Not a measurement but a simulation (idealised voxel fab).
You're looking at the process module voxel transistor to metal.
Section cut is 210 nm wide and gridded with 5 nm square cells.
A cross-section is a grid of square cells, given in bands from the top down. A band is one or more rows of cells. Basically the band line says how high the top is and how high the bottom is, in nm, and then what's in it from left to right, every material with its width in nm. Empty space shows up as "empty", and if a single material carries "everywhere" it runs the full band edge to edge. The level at which height equals 0 is the one under which the wafer, as it arrives, is entirely one material. No lower edge exists for the bottom band, which continues downward and is notated as in "0 down". The two numbers in a width such as "30 to 40" mark its ends across the band: the first belongs to the top row of cells, the second to the bottom row, and from each row to the next the width moves by the same amount. "stayed the same" -> step changed no cross-section cell. If an empty space has no open way to the top and is at least 8 cells in size, "Sealed void inventory" lists it, written width x height at distance, where distance is measured from the left edge and every value is in nm. On a step's line, text after the settings is the simulator commenting on that step. For masked steps, "overlay nm" on the step line gives how far right of plan the mask actually lay; a minus sign means it lay to the left.

# The process steps that were planned are listed below
1) RECEIVE,material Si
2) CONFORMAL_DEP,material SiO2,thk nm 5
3) CONFORMAL_DEP,material SiN,thk nm 10
4) MASKED_ETCH,tone cover,mask id ACTIVE,width nm 110,etch materials SiN,depth nm 10,overlay nm 0
5) MASKED_ETCH,tone cover,mask id ACTIVE,width nm 110,etch materials SiO2,depth nm 5,overlay nm 0
6) MASKED_ETCH,tone cover,mask id ACTIVE,width nm 110,etch materials Si,depth nm 25,overlay nm 0
7) FILL_DEP,material SiO2,thk nm 10
8) CMP,height nm 15
9) SELECTIVE_ETCH,etch materials SiO2,depth nm 5
10) STRIP,etch materials SiN
11) SELECTIVE_ETCH,etch materials SiO2,depth nm 5
12) OXIDIZE,depth nm 5
13) DIRECTIONAL_DEP,material polySi,thk nm 25
14) DIRECTIONAL_DEP,material SiCN,thk nm 15
15) MASKED_ETCH,tone cover,mask id GATE,width nm 30,etch materials SiCN,depth nm 25,overlay nm 0
16) MASKED_ETCH,tone cover,mask id GATE,width nm 30,etch materials polySi,depth nm 35,overlay nm 0
17) CONFORMAL_DEP,material SiN,thk nm 5
18) DIRECTIONAL_ETCH,etch materials SiN,depth nm 5
19) DIRECTIONAL_ETCH,etch materials SiO2,depth nm 5
20) DIRECTIONAL_ETCH,etch materials Si,depth nm 15
21) EPI,material pSi,thk nm 15
22) FILL_DEP,material SiO2,thk nm 5
23) CMP,height nm 25
24) STRIP,etch materials polySi
25) SELECTIVE_ETCH,etch materials SiO2,depth nm 5
26) CONFORMAL_DEP,material HfO2,thk nm 5
27) CONFORMAL_DEP,material TiN,thk nm 5
28) FILL_DEP,material W,thk nm 5
29) CMP,height nm 10
30) DIRECTIONAL_DEP,material SiO2,thk nm 15
31) DIRECTIONAL_DEP,material aC,thk nm 15
32) PATTERN,tone open,mask id CONTACT,material resist,width nm 15,pitch nm 75,thk nm 35,overlay nm 0
33) DIRECTIONAL_ETCH,etch materials aC,depth nm 15
34) STRIP,etch materials resist
35) DIRECTIONAL_ETCH,etch materials SiO2,depth nm 40
36) STRIP,etch materials aC
37) CONFORMAL_DEP,material TiN,thk nm 5
38) FILL_DEP,material Ru,thk nm 10
39) CMP,height nm 35
40) CONFORMAL_DEP,material SiCN,thk nm 5
41) DIRECTIONAL_DEP,material lowk,thk nm 25
42) MASKED_ETCH,tone open,mask id METAL_1,width nm 15,pitch nm 75,etch materials lowk,depth nm 25,overlay nm 0
43) MASKED_ETCH,tone open,mask id METAL_1,width nm 15,pitch nm 75,etch materials SiCN,depth nm 5,overlay nm 0
44) CONFORMAL_DEP,material TiN,thk nm 5
45) FILL_DEP,material Cu,thk nm 10
46) CMP,height nm 65
47) CONFORMAL_DEP,material SiN,thk nm 5
Split variable: height nm, step 29. Plan value = first wafer. Wafers start alike.

# Here's the first of the wafers in cross-section, just as we got it, i.e. after step 1
> 0 down | Si everywhere
> Sealed void inventory: none

# Cross-section after step 47, the final step of the module, for the first of several wafers
> 70 to 65 | SiN everywhere
> 65 to 40 | lowk 60 nm, TiN 5 nm, Cu 5 nm, TiN 5 nm, lowk 60 nm, TiN 5 nm, Cu 5 nm, TiN 5 nm, lowk 60 nm
> 40 to 35 | SiCN 60 nm, TiN 15 nm, SiCN 60 nm, TiN 15 nm, SiCN 60 nm
> 35 to 30 | Ru everywhere
> 30 to 25 | TiN 65 nm, Ru 5 nm, TiN 70 nm, Ru 5 nm, TiN 65 nm
> 25 to 15 | SiO2 60 nm, TiN 5 nm, Ru 5 nm, TiN 5 nm, SiO2 60 nm, TiN 5 nm, Ru 5 nm, TiN 5 nm, SiO2 60 nm
> 15 to 10 | SiO2 60 nm, TiN 15 nm, SiO2 60 nm, TiN 15 nm, SiO2 60 nm
> 10 to 5 | SiO2 60 nm, TiN 10 nm, pSi 15 nm, SiN 5 nm, HfO2 5 nm, TiN 5 nm, W 10 nm, TiN 5 nm, HfO2 5 nm, SiN 5 nm, pSi 15 nm, TiN 10 nm, SiO2 60 nm
> 5 to 0 | SiO2 45 nm, SiN 5 nm, SiO2 10 nm, TiN 10 nm, pSi 15 nm, SiN 5 nm, HfO2 5 nm, TiN 20 nm, HfO2 5 nm, SiN 5 nm, pSi 15 nm, TiN 10 nm, SiO2 10 nm, SiN 5 nm, SiO2 45 nm
> 0 to -5 | SiO2 60 nm, TiN 10 nm, pSi 15 nm, HfO2 40 nm, pSi 15 nm, TiN 10 nm, SiO2 60 nm
> -5 to -20 | SiO2 50 nm, pSi 35 nm, Si 40 nm, pSi 35 nm, SiO2 50 nm
> -20 to -25 | SiO2 50 nm, Si 110 nm, SiO2 50 nm
> -25 down | Si everywhere
> Sealed void inventory: none

# Cross-section, last wafer, module completion
> 70 to 65 | SiN everywhere
> 65 to 40 | lowk 60 nm, TiN 5 nm, Cu 5 nm, TiN 5 nm, lowk 60 nm, TiN 5 nm, Cu 5 nm, TiN 5 nm, lowk 60 nm
> 40 to 35 | SiCN 60 nm, TiN 15 nm, SiCN 60 nm, TiN 15 nm, SiCN 60 nm
> 35 to 30 | W 75 nm, TiN 25 nm, W 10 nm, TiN 25 nm, W 75 nm
> 30 to 25 | TiN 80 nm, HfO2 15 nm, TiN 5 nm, W 10 nm, TiN 5 nm, HfO2 15 nm, TiN 80 nm
> 25 to 20 | HfO2 85 nm, SiN 5 nm, HfO2 5 nm, TiN 5 nm, W 10 nm, TiN 5 nm, HfO2 5 nm, SiN 5 nm, HfO2 85 nm
> 20 to 10 | SiO2 85 nm, SiN 5 nm, HfO2 5 nm, TiN 5 nm, W 10 nm, TiN 5 nm, HfO2 5 nm, SiN 5 nm, SiO2 85 nm
> 10 to 5 | SiO2 70 nm, pSi 15 nm, SiN 5 nm, HfO2 5 nm, TiN 5 nm, W 10 nm, TiN 5 nm, HfO2 5 nm, SiN 5 nm, pSi 15 nm, SiO2 70 nm
> 5 to 0 | SiO2 45 nm, SiN 5 nm, SiO2 20 nm, pSi 15 nm, SiN 5 nm, HfO2 5 nm, TiN 20 nm, HfO2 5 nm, SiN 5 nm, pSi 15 nm, SiO2 20 nm, SiN 5 nm, SiO2 45 nm
> 0 to -5 | SiO2 70 nm, pSi 15 nm, HfO2 40 nm, pSi 15 nm, SiO2 70 nm
> -5 to -20 | SiO2 50 nm, pSi 35 nm, Si 40 nm, pSi 35 nm, SiO2 50 nm
> -20 to -25 | SiO2 50 nm, Si 110 nm, SiO2 50 nm
> -25 down | Si everywhere
> Sealed void inventory: none

# Rows = wafers. At module end, each row lists per material the cells gained (+) or lost (-) since the wafer was received, then the closed voids
height nm 10; +10 Cu; +12 HfO2; +48 Ru; -164 Si; +36 SiCN; +48 SiN; +258 SiO2; +98 TiN; +2 W; +180 lowk; +60 pSi; Sealed void inventory: none
height nm 15; +10 Cu; +14 HfO2; +8 Ru; -164 Si; +36 SiCN; +50 SiN; +286 SiO2; +104 TiN; +4 W; +180 lowk; +60 pSi; Sealed void inventory: none
height nm 20; +10 Cu; +16 HfO2; +8 Ru; -164 Si; +36 SiCN; +52 SiN; +314 SiO2; +70 TiN; +6 W; +180 lowk; +60 pSi; Sealed void inventory: none
height nm 25; +10 Cu; +52 HfO2; +2 Ru; -164 Si; +36 SiCN; +54 SiN; +302 SiO2; +48 TiN; +8 W; +180 lowk; +60 pSi; Sealed void inventory: none
height nm 30; +10 Cu; +58 HfO2; -164 Si; +36 SiCN; +54 SiN; +266 SiO2; +78 TiN; +10 W; +180 lowk; +60 pSi; Sealed void inventory: none
height nm 35; +10 Cu; +58 HfO2; -164 Si; +36 SiCN; +54 SiN; +230 SiO2; +82 TiN; +42 W; +180 lowk; +60 pSi; Sealed void inventory: none
